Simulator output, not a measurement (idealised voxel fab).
process module | voxel quadruple lines
cross-section cut | 185 nm wide | cells 5 nm
A cross-section is a grid of square cells, given in bands from the top down. A band is one or more rows of cells.
Each band's line starts with the height of the band's top and of its bottom, in nm. Then come its materials from left to right, each with its width in nm. One material with "throughout" fills the band from edge to edge. "air" is empty space.
Height 0 is the level under which the wafer as received is all one material. The lowest band goes on downwards, as in "0 down".
A width such as "30 to 40" changes by the same amount from each row of cells to the next, from the band's top row to its bottom row.
"no change" after a step means that no cell of the cross-section changed.
closed voids: empty space of 8 cells or more with no open way to the top, each as width x height at its distance from the left edge, in nm
after a step's settings: what the simulator itself notes on the step
overlay nm, on a step with a mask: how far to the right of its planned place the mask lay; to the left if negative
plan
1 op RECEIVE | material Si
2 op CONFORMAL_DEP | material SiO2 | thk nm 10
3 op DIRECTIONAL_DEP | material W | thk nm 10
4 op DIRECTIONAL_DEP | material polySi | thk nm 20
5 op DIRECTIONAL_DEP | material aC | thk nm 20
6 op PATTERN | tone cover | mask id MANDREL | material resist | width nm 35 | thk nm 30 | overlay nm 0
7 op DIRECTIONAL_ETCH | etch materials aC | depth nm 20
8 op STRIP | etch materials resist
9 op CONFORMAL_DEP | material SiO2 | thk nm 15
10 op DIRECTIONAL_ETCH | etch materials SiO2 | depth nm 15
11 op STRIP | etch materials aC
12 op DIRECTIONAL_ETCH | etch materials polySi | depth nm 20
13 op STRIP | etch materials SiO2
14 op CONFORMAL_DEP | material SiCN | thk nm 10
15 op DIRECTIONAL_ETCH | etch materials SiCN | depth nm 10
16 op STRIP | etch materials polySi
17 op DIRECTIONAL_ETCH | etch materials W | depth nm 10
18 op STRIP | etch materials SiCN
19 op FILL_DEP | material SiO2 | thk nm 10
20 op CMP | height nm 20
first wafer, as planned
as received, after step 1
  0 down: Si throughout
  closed voids: none
after step 2
  10 to 0: SiO2 throughout
  below 0: unchanged
after step 3
  20 to 10: W throughout
  below 10: unchanged
after step 4
  40 to 20: polySi throughout
  below 20: unchanged
after step 5
  60 to 40: aC throughout
  below 40: unchanged
after step 6
  90 to 60: air 75 | resist 35 | air 75
  below 60: unchanged
after step 7
  70 to 60: air 75 | resist 35 | air 75
  60 to 40: air 75 | aC 35 | air 75
  below 40: unchanged
after step 8
  60 to 40: air 75 | aC 35 | air 75
  below 40: unchanged
after step 9
  75 to 60: air 60 | SiO2 65 | air 60
  60 to 55: air 60 | SiO2 15 | aC 35 | SiO2 15 | air 60
  55 to 40: SiO2 75 | aC 35 | SiO2 75
  below 40: unchanged
after step 10
  60 to 40: air 60 | SiO2 15 | aC 35 | SiO2 15 | air 60
  below 40: unchanged
after step 11
  60 to 40: air 60 | SiO2 15 | air 35 | SiO2 15 | air 60
  below 40: unchanged
after step 12
  60 to 40: air 60 | SiO2 15 | air 35 | SiO2 15 | air 60
  40 to 20: air 60 | polySi 15 | air 35 | polySi 15 | air 60
  below 20: unchanged
after step 13
  40 to 20: air 60 | polySi 15 | air 35 | polySi 15 | air 60
  below 20: unchanged
after step 14
  50 to 40: air 50 | SiCN 35 | air 15 | SiCN 35 | air 50
  40 to 30: air 50 | SiCN 10 | polySi 15 | SiCN 10 | air 15 | SiCN 10 | polySi 15 | SiCN 10 | air 50
  30 to 20: SiCN 60 | polySi 15 | SiCN 35 | polySi 15 | SiCN 60
  below 20: unchanged
after step 15
  40 to 20: air 50 | SiCN 10 | polySi 15 | SiCN 10 | air 15 | SiCN 10 | polySi 15 | SiCN 10 | air 50
  below 20: unchanged
after step 16
  40 to 20: air 50 | SiCN 10 | air 15 | SiCN 10 | air 15 | SiCN 10 | air 15 | SiCN 10 | air 50
  below 20: unchanged
after step 17
  40 to 20: air 50 | SiCN 10 | air 15 | SiCN 10 | air 15 | SiCN 10 | air 15 | SiCN 10 | air 50
  20 to 10: air 50 | W 10 | air 15 | W 10 | air 15 | W 10 | air 15 | W 10 | air 50
  below 10: unchanged
after step 18
  20 to 10: air 50 | W 10 | air 15 | W 10 | air 15 | W 10 | air 15 | W 10 | air 50
  below 10: unchanged
after step 19
  30 to 20: SiO2 throughout
  20 to 10: SiO2 50 | W 10 | SiO2 15 | W 10 | SiO2 15 | W 10 | SiO2 15 | W 10 | SiO2 50
  below 10: unchanged
after step 20
  20 to 10: SiO2 50 | W 10 | SiO2 15 | W 10 | SiO2 15 | W 10 | SiO2 15 | W 10 | SiO2 50
  below 10: unchanged
second wafer: like start, like plan, one mistake. Through step 15 it matches the first wafer
when step 16 should have ended
  40 to 20: air 50 | SiCN 10 | air 15 | SiCN 10 | air 15 | SiCN 10 | air 15 | SiCN 10 | air 50
  below 20: unchanged
when step 17 should have ended
  40 to 20: air 50 | SiCN 10 | air 15 | SiCN 10 | air 15 | SiCN 10 | air 15 | SiCN 10 | air 50
  20 to 10: air 50 | W 10 | air 15 | W 10 | air 15 | W 10 | air 15 | W 10 | air 50
  below 10: unchanged
when step 18 should have ended
  20 to 10: air 50 | W 10 | air 15 | W 10 | air 15 | W 10 | air 15 | W 10 | air 50
  below 10: unchanged
when step 19 should have ended
  30 to 20: SiO2 throughout
  20 to 10: SiO2 50 | W 10 | SiO2 15 | W 10 | SiO2 15 | W 10 | SiO2 15 | W 10 | SiO2 50
  below 10: unchanged
when step 20 should have ended
  20 to 10: SiO2 50 | W 10 | SiO2 15 | W 10 | SiO2 15 | W 10 | SiO2 15 | W 10 | SiO2 50
  below 10: unchanged
what went wrong: step 16 was run twice
at the end the two cross-sections are the same: no effect in what this model computes
